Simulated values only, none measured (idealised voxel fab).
Process module, titled voxel released beams
cross-section cut | 255 nm wide | cells 5 nm
Think of the cross-section as a grid of square cells. We describe it in bands, top to bottom, and each band covers one or more rows of those cells. Per band: top height and bottom height in nm, followed by the left-to-right materials and their widths in nm; "edge to edge" marks a single material spanning edge to edge, "blank" marks empty space. Measure heights from 0. That's the level where, below it, the as-received wafer is all one material. The lowest band is bottomless and extends downward; write it as in "0 -> down". It should be noted that a width expressed as "30..40" varies in equal increments from row to row of cells within the band, taking the value of the first number at the top row and that of the second number at the bottom row. "remains unaltered" for a step: no cell of the cross-section changed in that step. Enclosed voids (no open way to top), threshold 8 cells or more, entry "Unvented internal voids", notation width x height at distance, distance from left edge, nm. On each step's line, the part that comes after the settings is the simulator's own comment on the step. You can add "overlay nm" to a step's line. For a step with a mask, it describes how far the mask lay to the right of its planned position, and a negative number describes a lay to the left. Layout of what follows: cross-section pairs, each bracketing one process step, the after cross-section shown only to the lowest band that changed, the step between and its settings noted under each pair. Pairs may originate in different runs of this module on the same starting wafer; a pair continues from the pair above only where its entry headed "Geometry before processing" says so.

**Geometry before processing**
  0 -> down  Si edge to edge
  Unvented internal voids: none

**Resultant Cross-Section**
  5 -> 0  SiN edge to edge
  Heights below 0 show no change.
  Unvented internal voids: none
So what happens between those two cross-sections up there? op CONFORMAL_DEP | material SiN | thk nm 5

Geometry before processing: starting point is the after cross-section of the pair just above.

**Resultant Cross-Section**
  25 -> 5  SiO2 edge to edge
  Heights below 5 show no change.
  Unvented internal voids: none
So what happens between those two cross-sections up there? op DIRECTIONAL_DEP | material SiO2 | thk nm 20

Geometry before processing: starting point is the after cross-section of the pair just above.

**Resultant Cross-Section**
  25 -> 5  85 nm SiO2  35 nm blank  135 nm SiO2
  Heights below 5 show no change.
  Unvented internal voids: none
So what happens between those two cross-sections up there? op MASKED_ETCH | tone open | mask id ANCHOR | width nm 35 | etch materials SiO2 | depth nm 20 | overlay nm 0

Geometry before processing: starting point is the after cross-section of the pair just above.

**Resultant Cross-Section**
  35 -> 25  95 nm W  15 nm blank  145 nm W
  25 -> 15  85 nm SiO2  10 nm W  15 nm blank  10 nm W  135 nm SiO2
  15 -> 5  85 nm SiO2  35 nm W  135 nm SiO2
  Heights below 5 show no change.
  Unvented internal voids: none
So what happens between those two cross-sections up there? op CONFORMAL_DEP | material W | thk nm 10

Geometry before processing: starting point is the after cross-section of the pair just above.

**Resultant Cross-Section**
  50 -> 35  95 nm aC  15 nm blank  145 nm aC
  35 -> 30  95 nm W  15 nm blank  145 nm W
  30 -> 25  95 nm W  15 nm aC  145 nm W
  25 -> 15  85 nm SiO2  10 nm W  15 nm aC  10 nm W  135 nm SiO2
  Heights below 15 show no change.
  Unvented internal voids: none
So what happens between those two cross-sections up there? op DIRECTIONAL_DEP | material aC | thk nm 15

Geometry before processing: starting point is the after cross-section of the pair just above.

**Resultant Cross-Section**
  80 -> 50  80 nm blank  85 nm resist  90 nm blank
  50 -> 35  95 nm aC  15 nm resist  145 nm aC
  35 -> 30  95 nm W  15 nm resist  145 nm W
  Heights below 30 show no change.
  Unvented internal voids: none
So what happens between those two cross-sections up there? op PATTERN | tone cover | mask id BEAM | material resist | width nm 85 | thk nm 30 | overlay nm 0

Geometry before processing: starting point is the after cross-section of the pair just above.

**Resultant Cross-Section**
  65 -> 50  80 nm blank  85 nm resist  90 nm blank
  50 -> 35  80 nm blank  15 nm aC  15 nm resist  55 nm aC  90 nm blank
  Heights below 35 show no change.
  Unvented internal voids: none
So what happens between those two cross-sections up there? op DIRECTIONAL_ETCH | etch materials aC | depth nm 15

Geometry before processing: starting point is the after cross-section of the pair just above.

**Resultant Cross-Section**
  50 -> 35  80 nm blank  15 nm aC  15 nm blank  55 nm aC  90 nm blank
  35 -> 30  95 nm W  15 nm blank  145 nm W
  Heights below 30 show no change.
  Unvented internal voids: none
So what happens between those two cross-sections up there? op STRIP | etch materials resist

Geometry before processing: starting point is the after cross-section of the pair just above.

**Resultant Cross-Section**
  50 -> 35  80 nm blank  15 nm aC  15 nm blank  55 nm aC  90 nm blank
  35 -> 30  80 nm blank  15 nm W  15 nm blank  55 nm W  90 nm blank
  30 -> 25  80 nm blank  15 nm W  15 nm aC  55 nm W  90 nm blank
  Heights below 25 show no change.
  Unvented internal voids: none
So what happens between those two cross-sections up there? op DIRECTIONAL_ETCH | etch materials W | depth nm 10

Geometry before processing: starting point is the after cross-section of the pair just above.

**Resultant Cross-Section**
  35 -> 25  80 nm blank  15 nm W  15 nm blank  55 nm W  90 nm blank
  25 -> 15  85 nm SiO2  10 nm W  15 nm blank  10 nm W  135 nm SiO2
  Heights below 15 show no change.
  Unvented internal voids: none
So what happens between those two cross-sections up there? op STRIP | etch materials aC

Geometry before processing: starting point is the after cross-section of the pair just above.

**Resultant Cross-Section**
  35 -> 25  80 nm blank  15 nm W  15 nm blank  55 nm W  90 nm blank
  25 -> 15  85 nm blank  10 nm W  15 nm blank  10 nm W  135 nm blank
  15 -> 5  85 nm blank  35 nm W  135 nm blank
  Heights below 5 show no change.
  Unvented internal voids: none
So what happens between those two cross-sections up there? op STRIP | etch materials SiO2

**Geometry before processing**
  0 -> down  Si edge to edge
  Unvented internal voids: none

**Resultant Cross-Section**
  20 -> 0  SiO2 edge to edge
  Heights below 0 show no change.
  Unvented internal voids: none
So what happens between those two cross-sections up there? op DIRECTIONAL_DEP | material SiO2 | thk nm 20

Geometry before processing: starting point is the after cross-section of the pair just above.

**Resultant Cross-Section**
  20 -> 0  85 nm SiO2  35 nm blank  135 nm SiO2
  Heights below 0 show no change.
  Unvented internal voids: none
So what happens between those two cross-sections up there? op MASKED_ETCH | tone open | mask id ANCHOR | width nm 35 | etch materials SiO2 | depth nm 20 | overlay nm 0

Geometry before processing: starting point is the after cross-section of the pair just above.

**Resultant Cross-Section**
  30 -> 20  95 nm W  15 nm blank  145 nm W
  20 -> 10  85 nm SiO2  10 nm W  15 nm blank  10 nm W  135 nm SiO2
  10 -> 0  85 nm SiO2  35 nm W  135 nm SiO2
  Heights below 0 show no change.
  Unvented internal voids: none
So what happens between those two cross-sections up there? op CONFORMAL_DEP | material W | thk nm 10

Geometry before processing: starting point is the after cross-section of the pair just above.

**Resultant Cross-Section**
  45 -> 30  95 nm aC  15 nm blank  145 nm aC
  30 -> 25  95 nm W  15 nm blank  145 nm W
  25 -> 20  95 nm W  15 nm aC  145 nm W
  20 -> 10  85 nm SiO2  10 nm W  15 nm aC  10 nm W  135 nm SiO2
  Heights below 10 show no change.
  Unvented internal voids: none
So what happens between those two cross-sections up there? op DIRECTIONAL_DEP | material aC | thk nm 15

Geometry before processing: starting point is the after cross-section of the pair just above.

**Resultant Cross-Section**
  75 -> 45  80 nm blank  85 nm resist  90 nm blank
  45 -> 30  95 nm aC  15 nm resist  145 nm aC
  30 -> 25  95 nm W  15 nm resist  145 nm W
  Heights below 25 show no change.
  Unvented internal voids: none
So what happens between those two cross-sections up there? op PATTERN | tone cover | mask id BEAM | material resist | width nm 85 | thk nm 30 | overlay nm 0

Geometry before processing: starting point is the after cross-section of the pair just above.

**Resultant Cross-Section**
  60 -> 45  80 nm blank  85 nm resist  90 nm blank
  45 -> 30  80 nm blank  15 nm aC  15 nm resist  55 nm aC  90 nm blank
  Heights below 30 show no change.
  Unvented internal voids: none
So what happens between those two cross-sections up there? op DIRECTIONAL_ETCH | etch materials aC | depth nm 15

Geometry before processing: starting point is the after cross-section of the pair just above.

**Resultant Cross-Section**
  45 -> 30  80 nm blank  15 nm aC  15 nm blank  55 nm aC  90 nm blank
  30 -> 25  95 nm W  15 nm blank  145 nm W
  Heights below 25 show no change.
  Unvented internal voids: none
So what happens between those two cross-sections up there? op STRIP | etch materials resist

Geometry before processing: starting point is the after cross-section of the pair just above.

**Resultant Cross-Section**
  45 -> 30  80 nm blank  15 nm aC  15 nm blank  55 nm aC  90 nm blank
  30 -> 25  80 nm blank  15 nm W  15 nm blank  55 nm W  90 nm blank
  25 -> 20  80 nm blank  15 nm W  15 nm aC  55 nm W  90 nm blank
  Heights below 20 show no change.
  Unvented internal voids: none
So what happens between those two cross-sections up there? op DIRECTIONAL_ETCH | etch materials W | depth nm 10

Geometry before processing: starting point is the after cross-section of the pair just above.

**Resultant Cross-Section**
  30 -> 20  80 nm blank  15 nm W  15 nm blank  55 nm W  90 nm blank
  20 -> 10  85 nm SiO2  10 nm W  15 nm blank  10 nm W  135 nm SiO2
  Heights below 10 show no change.
  Unvented internal voids: none
So what happens between those two cross-sections up there? op STRIP | etch materials aC

Geometry before processing: starting point is the after cross-section of the pair just above.

**Resultant Cross-Section**
  30 -> 20  80 nm blank  15 nm W  15 nm blank  55 nm W  90 nm blank
  20 -> 10  85 nm blank  10 nm W  15 nm blank  10 nm W  135 nm blank
  10 -> 0  85 nm blank  35 nm W  135 nm blank
  Heights below 0 show no change.
  Unvented internal voids: none
So what happens between those two cross-sections up there? op STRIP | etch materials SiO2

**Geometry before processing**
  20 -> 0  SiO2 edge to edge
  0 -> down  Si edge to edge
  Unvented internal voids: none

**Resultant Cross-Section**
  25 -> 20  SiN edge to edge
  Heights below 20 show no change.
  Unvented internal voids: none
So what happens between those two cross-sections up there? op CONFORMAL_DEP | material SiN | thk nm 5

Geometry before processing: starting point is the after cross-section of the pair just above.

**Resultant Cross-Section**
  35 -> 25  W edge to edge
  Heights below 25 show no change.
  Unvented internal voids: none
So what happens between those two cross-sections up there? op CONFORMAL_DEP | material W | thk nm 10

Geometry before processing: starting point is the after cross-section of the pair just above.

**Resultant Cross-Section**
  50 -> 35  aC edge to edge
  Heights below 35 show no change.
  Unvented internal voids: none
So what happens between those two cross-sections up there? op DIRECTIONAL_DEP | material aC | thk nm 15

Geometry before processing: starting point is the after cross-section of the pair just above.

**Resultant Cross-Section**
  80 -> 50  80 nm blank  85 nm resist  90 nm blank
  Heights below 50 show no change.
  Unvented internal voids: none
So what happens between those two cross-sections up there? op PATTERN | tone cover | mask id BEAM | material resist | width nm 85 | thk nm 30 | overlay nm 0

Geometry before processing: starting point is the after cross-section of the pair just above.

**Resultant Cross-Section**
  65 -> 50  80 nm blank  85 nm resist  90 nm blank
  50 -> 35  80 nm blank  85 nm aC  90 nm blank
  Heights below 35 show no change.
  Unvented internal voids: none
So what happens between those two cross-sections up there? op DIRECTIONAL_ETCH | etch materials aC | depth nm 15

Geometry before processing: starting point is the after cross-section of the pair just above.

**Resultant Cross-Section**
  50 -> 35  80 nm blank  85 nm aC  90 nm blank
  Heights below 35 show no change.
  Unvented internal voids: none
So what happens between those two cross-sections up there? op STRIP | etch materials resist

Geometry before processing: starting point is the after cross-section of the pair just above.

**Resultant Cross-Section**
  50 -> 35  80 nm blank  85 nm aC  90 nm blank
  35 -> 25  80 nm blank  85 nm W  90 nm blank
  Heights below 25 show no change.
  Unvented internal voids: none
So what happens between those two cross-sections up there? op DIRECTIONAL_ETCH | etch materials W | depth nm 10

Geometry before processing: starting point is the after cross-section of the pair just above.

**Resultant Cross-Section**
  35 -> 25  80 nm blank  85 nm W  90 nm blank
  Heights below 25 show no change.
  Unvented internal voids: none
So what happens between those two cross-sections up there? op STRIP | etch materials aC

**Geometry before processing**
  25 -> 5  85 nm SiO2  35 nm blank  135 nm SiO2
  5 -> 0  SiN edge to edge
  0 -> down  Si edge to edge
  Unvented internal voids: none

**Resultant Cross-Section**
  40 -> 25  100 nm W  5 nm blank  150 nm W
  25 -> 20  85 nm SiO2  15 nm W  5 nm blank  15 nm W  135 nm SiO2
  20 -> 5  85 nm SiO2  35 nm W  135 nm SiO2
  Heights below 5 show no change.
  Unvented internal voids: none
So what happens between those two cross-sections up there? op CONFORMAL_DEP | material W | thk nm 15

Geometry before processing: starting point is the after cross-section of the pair just above.

**Resultant Cross-Section**
  55 -> 40  100 nm aC  5 nm blank  150 nm aC
  40 -> 35  100 nm W  5 nm blank  150 nm W
  35 -> 25  100 nm W  5 nm aC  150 nm W
  25 -> 20  85 nm SiO2  15 nm W  5 nm aC  15 nm W  135 nm SiO2
  Heights below 20 show no change.
  Unvented internal voids: none
So what happens between those two cross-sections up there? op DIRECTIONAL_DEP | material aC | thk nm 15

Geometry before processing: starting point is the after cross-section of the pair just above.

**Resultant Cross-Section**
  85 -> 55  80 nm blank  85 nm resist  90 nm blank
  55 -> 40  100 nm aC  5 nm resist  150 nm aC
  40 -> 35  100 nm W  5 nm resist  150 nm W
  Heights below 35 show no change.
  Unvented internal voids: none
So what happens between those two cross-sections up there? op PATTERN | tone cover | mask id BEAM | material resist | width nm 85 | thk nm 30 | overlay nm 0

Geometry before processing: starting point is the after cross-section of the pair just above.

**Resultant Cross-Section**
  70 -> 55  80 nm blank  85 nm resist  90 nm blank
  55 -> 40  80 nm blank  20 nm aC  5 nm resist  60 nm aC  90 nm blank
  Heights below 40 show no change.
  Unvented internal voids: none
So what happens between those two cross-sections up there? op DIRECTIONAL_ETCH | etch materials aC | depth nm 15

Geometry before processing: starting point is the after cross-section of the pair just above.

**Resultant Cross-Section**
  55 -> 40  80 nm blank  20 nm aC  5 nm blank  60 nm aC  90 nm blank
  40 -> 35  100 nm W  5 nm blank  150 nm W
  Heights below 35 show no change.
  Unvented internal voids: none
So what happens between those two cross-sections up there? op STRIP | etch materials resist

Geometry before processing: starting point is the after cross-section of the pair just above.

**Resultant Cross-Section**
  55 -> 40  80 nm blank  20 nm aC  5 nm blank  60 nm aC  90 nm blank
  40 -> 35  80 nm blank  20 nm W  5 nm blank  60 nm W  90 nm blank
  35 -> 30  80 nm blank  20 nm W  5 nm aC  60 nm W  90 nm blank
  Heights below 30 show no change.
  Unvented internal voids: none
So what happens between those two cross-sections up there? op DIRECTIONAL_ETCH | etch materials W | depth nm 10

Geometry before processing: starting point is the after cross-section of the pair just above.

**Resultant Cross-Section**
  40 -> 30  80 nm blank  20 nm W  5 nm blank  60 nm W  90 nm blank
  30 -> 25  100 nm W  5 nm blank  150 nm W
  25 -> 20  85 nm SiO2  15 nm W  5 nm blank  15 nm W  135 nm SiO2
  Heights below 20 show no change.
  Unvented internal voids: none
So what happens between those two cross-sections up there? op STRIP | etch materials aC

**Geometry before processing**
  50 -> 35  95 nm aC  15 nm blank  145 nm aC
  35 -> 30  95 nm W  15 nm blank  145 nm W
  30 -> 25  95 nm W  15 nm aC  145 nm W
  25 -> 15  85 nm SiO2  10 nm W  15 nm aC  10 nm W  135 nm SiO2
  15 -> 5  85 nm SiO2  35 nm W  135 nm SiO2
  5 -> 0  SiN edge to edge
  0 -> down  Si edge to edge
  Unvented internal voids: none

**Resultant Cross-Section**
  80 -> 50  85 nm blank  80 nm resist  90 nm blank
  50 -> 35  95 nm aC  15 nm resist  145 nm aC
  35 -> 30  95 nm W  15 nm resist  145 nm W
  Heights below 30 show no change.
  Unvented internal voids: none
So what happens between those two cross-sections up there? op PATTERN | tone cover | mask id BEAM | material resist | width nm 80 | thk nm 30 | overlay nm 0

Geometry before processing: starting point is the after cross-section of the pair just above.

**Resultant Cross-Section**
  65 -> 50  85 nm blank  80 nm resist  90 nm blank
  50 -> 35  85 nm blank  10 nm aC  15 nm resist  55 nm aC  90 nm blank
  Heights below 35 show no change.
  Unvented internal voids: none
So what happens between those two cross-sections up there? op DIRECTIONAL_ETCH | etch materials aC | depth nm 15

Geometry before processing: starting point is the after cross-section of the pair just above.

**Resultant Cross-Section**
  50 -> 35  85 nm blank  10 nm aC  15 nm blank  55 nm aC  90 nm blank
  35 -> 30  95 nm W  15 nm blank  145 nm W
  Heights below 30 show no change.
  Unvented internal voids: none
So what happens between those two cross-sections up there? op STRIP | etch materials resist

Geometry before processing: starting point is the after cross-section of the pair just above.

**Resultant Cross-Section**
  50 -> 35  85 nm blank  10 nm aC  15 nm blank  55 nm aC  90 nm blank
  35 -> 30  85 nm blank  10 nm W  15 nm blank  55 nm W  90 nm blank
  30 -> 25  85 nm blank  10 nm W  15 nm aC  55 nm W  90 nm blank
  Heights below 25 show no change.
  Unvented internal voids: none
So what happens between those two cross-sections up there? op DIRECTIONAL_ETCH | etch materials W | depth nm 10

Geometry before processing: starting point is the after cross-section of the pair just above.

**Resultant Cross-Section**
  35 -> 25  85 nm blank  10 nm W  15 nm blank  55 nm W  90 nm blank
  25 -> 15  85 nm SiO2  10 nm W  15 nm blank  10 nm W  135 nm SiO2
  Heights below 15 show no change.
  Unvented internal voids: none
So what happens between those two cross-sections up there? op STRIP | etch materials aC

Geometry before processing: starting point is the after cross-section of the pair just above.

**Resultant Cross-Section**
  35 -> 25  85 nm blank  10 nm W  15 nm blank  55 nm W  90 nm blank
  25 -> 15  85 nm blank  10 nm W  15 nm blank  10 nm W  135 nm blank
  15 -> 5  85 nm blank  35 nm W  135 nm blank
  Heights below 5 show no change.
  Unvented internal voids: none
So what happens between those two cross-sections up there? op STRIP | etch materials SiO2

**Geometry before processing**
  50 -> 35  95 nm aC  15 nm blank  145 nm aC
  35 -> 30  95 nm W  15 nm blank  145 nm W
  30 -> 25  95 nm W  15 nm aC  145 nm W
  25 -> 15  85 nm SiO2  10 nm W  15 nm aC  10 nm W  135 nm SiO2
  15 -> 5  85 nm SiO2  35 nm W  135 nm SiO2
  5 -> 0  SiN edge to edge
  0 -> down  Si edge to edge
  Unvented internal voids: none

**Resultant Cross-Section**
  80 -> 50  85 nm blank  85 nm resist  85 nm blank
  50 -> 35  95 nm aC  15 nm resist  145 nm aC
  35 -> 30  95 nm W  15 nm resist  145 nm W
  Heights below 30 show no change.
  Unvented internal voids: none
So what happens between those two cross-sections up there? op PATTERN | tone cover | mask id BEAM | material resist | width nm 85 | thk nm 30 | overlay nm 5

Geometry before processing: starting point is the after cross-section of the pair just above.

**Resultant Cross-Section**
  65 -> 50  85 nm blank  85 nm resist  85 nm blank
  50 -> 35  85 nm blank  10 nm aC  15 nm resist  60 nm aC  85 nm blank
  Heights below 35 show no change.
  Unvented internal voids: none
So what happens between those two cross-sections up there? op DIRECTIONAL_ETCH | etch materials aC | depth nm 15

Geometry before processing: starting point is the after cross-section of the pair just above.

**Resultant Cross-Section**
  50 -> 35  85 nm blank  10 nm aC  15 nm blank  60 nm aC  85 nm blank
  35 -> 30  95 nm W  15 nm blank  145 nm W
  Heights below 30 show no change.
  Unvented internal voids: none
So what happens between those two cross-sections up there? op STRIP | etch materials resist

Geometry before processing: starting point is the after cross-section of the pair just above.

**Resultant Cross-Section**
  50 -> 35  85 nm blank  10 nm aC  15 nm blank  60 nm aC  85 nm blank
  35 -> 30  85 nm blank  10 nm W  15 nm blank  60 nm W  85 nm blank
  30 -> 25  85 nm blank  10 nm W  15 nm aC  60 nm W  85 nm blank
  Heights below 25 show no change.
  Unvented internal voids: none
So what happens between those two cross-sections up there? op DIRECTIONAL_ETCH | etch materials W | depth nm 10

Geometry before processing: starting point is the after cross-section of the pair just above.

**Resultant Cross-Section**
  35 -> 25  85 nm blank  10 nm W  15 nm blank  60 nm W  85 nm blank
  25 -> 15  85 nm SiO2  10 nm W  15 nm blank  10 nm W  135 nm SiO2
  Heights below 15 show no change.
  Unvented internal voids: none
So what happens between those two cross-sections up there? op STRIP | etch materials aC

Geometry before processing: starting point is the after cross-section of the pair just above.

**Resultant Cross-Section**
  35 -> 25  85 nm blank  10 nm W  15 nm blank  60 nm W  85 nm blank
  25 -> 15  85 nm blank  10 nm W  15 nm blank  10 nm W  135 nm blank
  15 -> 5  85 nm blank  35 nm W  135 nm blank
  Heights below 5 show no change.
  Unvented internal voids: none
So what happens between those two cross-sections up there? op STRIP | etch materials SiO2

**Geometry before processing**
  25 -> 5  85 nm SiO2  35 nm blank  135 nm SiO2
  5 -> 0  SiN edge to edge
  0 -> down  Si edge to edge
  Unvented internal voids: none

**Resultant Cross-Section**
  35 -> 25  95 nm SiN  15 nm blank  145 nm SiN
  25 -> 15  85 nm SiO2  10 nm SiN  15 nm blank  10 nm SiN  135 nm SiO2
  15 -> 5  85 nm SiO2  35 nm SiN  135 nm SiO2
  Heights below 5 show no change.
  Unvented internal voids: none
So what happens between those two cross-sections up there? op CONFORMAL_DEP | material SiN | thk nm 10

Geometry before processing: starting point is the after cross-section of the pair just above.

**Resultant Cross-Section**
  50 -> 35  95 nm aC  15 nm blank  145 nm aC
  35 -> 30  95 nm SiN  15 nm blank  145 nm SiN
  30 -> 25  95 nm SiN  15 nm aC  145 nm SiN
  25 -> 15  85 nm SiO2  10 nm SiN  15 nm aC  10 nm SiN  135 nm SiO2
  Heights below 15 show no change.
  Unvented internal voids: none
So what happens between those two cross-sections up there? op DIRECTIONAL_DEP | material aC | thk nm 15

Geometry before processing: starting point is the after cross-section of the pair just above.

**Resultant Cross-Section**
  80 -> 50  80 nm blank  85 nm resist  90 nm blank
  50 -> 35  95 nm aC  15 nm resist  145 nm aC
  35 -> 30  95 nm SiN  15 nm resist  145 nm SiN
  Heights below 30 show no change.
  Unvented internal voids: none
So what happens between those two cross-sections up there? op PATTERN | tone cover | mask id BEAM | material resist | width nm 85 | thk nm 30 | overlay nm 0

Geometry before processing: starting point is the after cross-section of the pair just above.

**Resultant Cross-Section**
  65 -> 50  80 nm blank  85 nm resist  90 nm blank
  50 -> 35  80 nm blank  15 nm aC  15 nm resist  55 nm aC  90 nm blank
  Heights below 35 show no change.
  Unvented internal voids: none
So what happens between those two cross-sections up there? op DIRECTIONAL_ETCH | etch materials aC | depth nm 15

Geometry before processing: starting point is the after cross-section of the pair just above.

**Resultant Cross-Section**
  50 -> 35  80 nm blank  15 nm aC  15 nm blank  55 nm aC  90 nm blank
  35 -> 30  95 nm SiN  15 nm blank  145 nm SiN
  Heights below 30 show no change.
  Unvented internal voids: none
So what happens between those two cross-sections up there? op STRIP | etch materials resist

Geometry before processing: starting point is the after cross-section of the pair just above.

**Resultant Cross-Section**
  35 -> 25  95 nm SiN  15 nm blank  145 nm SiN
  25 -> 15  85 nm SiO2  10 nm SiN  15 nm blank  10 nm SiN  135 nm SiO2
  Heights below 15 show no change.
  Unvented internal voids: none
So what happens between those two cross-sections up there? op STRIP | etch materials aC

**Geometry before processing**
  25 -> 5  SiO2 edge to edge
  5 -> 0  SiN edge to edge
  0 -> down  Si edge to edge
  Unvented internal voids: none

**Resultant Cross-Section**
  25 -> 5  85 nm blank  35 nm SiO2  135 nm blank
  Heights below 5 show no change.
  Unvented internal voids: none
So what happens between those two cross-sections up there? op MASKED_ETCH | tone cover | mask id ANCHOR | width nm 35 | etch materials SiO2 | depth nm 20 | overlay nm 0

Geometry before processing: starting point is the after cross-section of the pair just above.

**Resultant Cross-Section**
  35 -> 25  75 nm blank  55 nm W  125 nm blank
  25 -> 15  75 nm blank  10 nm W  35 nm SiO2  10 nm W  125 nm blank
  15 -> 5  85 nm W  35 nm SiO2  135 nm W
  Heights below 5 show no change.
  Unvented internal voids: none
So what happens between those two cross-sections up there? op CONFORMAL_DEP | material W | thk nm 10

Geometry before processing: starting point is the after cross-section of the pair just above.

**Resultant Cross-Section**
  50 -> 35  75 nm blank  55 nm aC  125 nm blank
  35 -> 30  75 nm blank  55 nm W  125 nm blank
  30 -> 25  75 nm aC  55 nm W  125 nm aC
  25 -> 15  75 nm aC  10 nm W  35 nm SiO2  10 nm W  125 nm aC
  Heights below 15 show no change.
  Unvented internal voids: none
So what happens between those two cross-sections up there? op DIRECTIONAL_DEP | material aC | thk nm 15

Geometry before processing: starting point is the after cross-section of the pair just above.

**Resultant Cross-Section**
  80 -> 50  80 nm blank  85 nm resist  90 nm blank
  50 -> 35  75 nm blank  55 nm aC  35 nm resist  90 nm blank
  35 -> 30  75 nm blank  55 nm W  35 nm resist  90 nm blank
  Heights below 30 show no change.
  Unvented internal voids: none
So what happens between those two cross-sections up there? op PATTERN | tone cover | mask id BEAM | material resist | width nm 85 | thk nm 30 | overlay nm 0

Geometry before processing: starting point is the after cross-section of the pair just above.

**Resultant Cross-Section**
  65 -> 50  80 nm blank  85 nm resist  90 nm blank
  50 -> 35  80 nm blank  50 nm aC  35 nm resist  90 nm blank
  35 -> 30  75 nm blank  55 nm W  35 nm resist  90 nm blank
  30 -> 25  75 nm blank  55 nm W  35 nm aC  90 nm blank
  25 -> 15  75 nm blank  10 nm W  35 nm SiO2  10 nm W  35 nm aC  90 nm blank
  Heights below 15 show no change.
  Unvented internal voids: none
So what happens between those two cross-sections up there? op DIRECTIONAL_ETCH | etch materials aC | depth nm 15

Geometry before processing: starting point is the after cross-section of the pair just above.

**Resultant Cross-Section**
  50 -> 35  80 nm blank  50 nm aC  125 nm blank
  35 -> 30  75 nm blank  55 nm W  125 nm blank
  Heights below 30 show no change.
  Unvented internal voids: none
So what happens between those two cross-sections up there? op STRIP | etch materials resist

Geometry before processing: starting point is the after cross-section of the pair just above.

**Resultant Cross-Section**
  50 -> 35  80 nm blank  50 nm aC  125 nm blank
  35 -> 30  80 nm blank  50 nm W  125 nm blank
  30 -> 25  80 nm blank  50 nm W  35 nm aC  90 nm blank
  25 -> 15  75 nm blank  10 nm W  35 nm SiO2  10 nm W  35 nm aC  90 nm blank
  15 -> 5  75 nm blank  10 nm W  35 nm SiO2  45 nm W  90 nm blank
  Heights below 5 show no change.
  Unvented internal voids: none
So what happens between those two cross-sections up there? op DIRECTIONAL_ETCH | etch materials W | depth nm 10

Geometry before processing: starting point is the after cross-section of the pair just above.

**Resultant Cross-Section**
  35 -> 25  80 nm blank  50 nm W  125 nm blank
  25 -> 15  75 nm blank  10 nm W  35 nm SiO2  10 nm W  125 nm blank
  Heights below 15 show no change.
  Unvented internal voids: none
So what happens between those two cross-sections up there? op STRIP | etch materials aC
